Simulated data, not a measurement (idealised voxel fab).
Title: Process Module voxel spacer lines
Displayed cross-section: cut, width of 280 nm, square cells sized 5 nm.
Square cells in a grid make up a cross-section in this document, and the grid is given as bands, listed from the top down, each one or more rows of cells.
The entry gives the band's vertical extent as a top height and a bottom height in nm, then its horizontal make-up as materials from left to right, each with a width in nm. "air" stands for empty space; a single material marked "everywhere" fills the band edge to edge.
The level at which height equals 0 is the one under which the wafer, as it arrives, is entirely one material. No lower edge exists for the bottom band, which continues downward and is notated as in "0 and below".
Width "30 to 40": first value at the band's top row of cells, second value at its bottom row, equal change from row to row.
For the purposes of this document, the phrase "nothing altered" attached to a step denotes that no cell within the cross-section was modified by that step.
"Closed internal voids" contains a list of empty spaces, each no smaller than 8 cells and without an open way to the top, written in the form width x height at distance with the distance from the left edge and all three in nm.
What comes after the settings on a step's line is commentary from the simulator itself on that step.
You can add "overlay nm" to a step's line. For a step with a mask, it describes how far the mask lay to the right of its planned position, and a negative number describes a lay to the left.
### Process steps (planned)
step 1: RECEIVE with material Si
step 2: CONFORMAL_DEP with material Al2O3, thk nm 10
step 3: DIRECTIONAL_DEP with material polySi, thk nm 10
step 4: DIRECTIONAL_DEP with material aC, thk nm 30
step 5: PATTERN with tone cover, mask id MANDREL, material resist, width nm 15, pitch nm 60, thk nm 40, overlay nm 0
step 6: DIRECTIONAL_ETCH with etch materials aC, depth nm 30
step 7: STRIP with etch materials resist
step 8: CONFORMAL_DEP with material SiN, thk nm 15
step 9: DIRECTIONAL_ETCH with etch materials SiN, depth nm 5
step 10: STRIP with etch materials aC
step 11: DIRECTIONAL_ETCH with etch materials polySi, depth nm 10
step 12: STRIP with etch materials SiN
The depth nm used in step 9 is not the same on every wafer, whereas the starting condition is; the value printed in the plan is the first wafer's.
### Sectional view: first of several wafers, as received, after step 1
  0 and below | Si everywhere
  Closed internal voids: none
### Note: the following table is arranged by wafer, a row apiece. Each row reports the end-of-module state: per material, cells gained (+) or cells lost (-) compared with the wafer as received; closed voids follow
depth nm 5 | +112 Al2O3 | +36 aC | +112 polySi | Closed internal voids: none
depth nm 10 | +112 Al2O3 | +36 aC | +112 polySi | Closed internal voids: none
depth nm 15 | +112 Al2O3 | +24 polySi | Closed internal voids: none
depth nm 20 | +112 Al2O3 | +24 polySi | Closed internal voids: none
depth nm 25 | +112 Al2O3 | +24 polySi | Closed internal voids: none
depth nm 30 | +112 Al2O3 | +24 polySi | Closed internal voids: none
